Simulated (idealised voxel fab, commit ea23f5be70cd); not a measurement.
process module | voxel local oxidation
cross-section cut | 255 nm wide | cells 5 nm
A cross-section is a grid of square cells, given in bands from the top down. A band is one or more rows of cells.
Each band's line starts with the height of the band's top and of its bottom, in nm. Then come its materials from left to right, each with its width in nm. One material with "throughout" fills the band from edge to edge. "air" is empty space.
Height 0 is the level under which the wafer as received is all one material. The lowest band goes on downwards, as in "0 down".
A width such as "30 to 40" changes by the same amount from each row of cells to the next, from the band's top row to its bottom row.
"no change" after a step means that no cell of the cross-section changed.
closed voids: empty space of 8 cells or more with no open way to the top, each as width x height at its distance from the left edge, in nm
after a step's settings: what the simulator itself notes on the step
overlay nm, on a step with a mask: how far to the right of its planned place the mask lay; to the left if negative
plan
1 op RECEIVE | material Si
2 op CONFORMAL_DEP | material SiO2 | thk nm 5
3 op CONFORMAL_DEP | material SiN | thk nm 10
4 op PATTERN | tone cover | mask id ACTIVE | material resist | width nm 95 | pitch nm 120 | thk nm 20 | overlay nm 0
5 op DIRECTIONAL_ETCH | etch materials SiN | depth nm 10
6 op STRIP | etch materials resist
7 op SELECTIVE_ETCH | etch materials SiO2 | depth nm 5
8 op OXIDIZE | depth nm 10
9 op STRIP | etch materials SiN
first wafer, as planned
as received, after step 1
  0 down: Si throughout
  closed voids: none
after step 2
  5 to 0: SiO2 throughout
  below 0: unchanged
after step 3
  15 to 5: SiN throughout
  below 5: unchanged
after step 4
  35 to 15: air 20 | resist 95 | air 25 | resist 95 | air 20
  below 15: unchanged
after step 5
  35 to 15: air 20 | resist 95 | air 25 | resist 95 | air 20
  15 to 5: air 20 | SiN 95 | air 25 | SiN 95 | air 20
  below 5: unchanged
after step 6
  15 to 5: air 20 | SiN 95 | air 25 | SiN 95 | air 20
  below 5: unchanged
after step 7
  15 to 5: air 20 | SiN 95 | air 25 | SiN 95 | air 20
  5 to 0: air 25 | SiO2 85 | air 35 | SiO2 85 | air 25
  below 0: unchanged
after step 8
  15 to 5: air 20 | SiN 95 | air 25 | SiN 95 | air 20
  5 to 0: air 25 | SiO2 85 | air 35 | SiO2 85 | air 25
  0 to -10: SiO2 35 | Si 65 | SiO2 55 | Si 65 | SiO2 35
  below -10: unchanged
after step 9
  5 to 0: air 25 | SiO2 85 | air 35 | SiO2 85 | air 25
  below 0: unchanged
second wafer: like start, like plan, one mistake. Through step 2 it matches the first wafer
when step 3 should have ended
  15 to 0: SiO2 throughout
  below 0: unchanged
when step 4 should have ended
  35 to 15: air 20 | resist 95 | air 25 | resist 95 | air 20
  below 15: unchanged
when step 5 should have ended: no change
when step 6 should have ended
  15 to 0: SiO2 throughout
  below 0: unchanged
when step 7 should have ended
  10 to 0: SiO2 throughout
  below 0: unchanged
when step 8 should have ended: no change
when step 9 should have ended: no change
what went wrong: step 3 ran as: op CONFORMAL_DEP | material SiO2 | thk nm 10
at the end the second wafer has, in cells: 50 more of Si | 18 more of SiO2
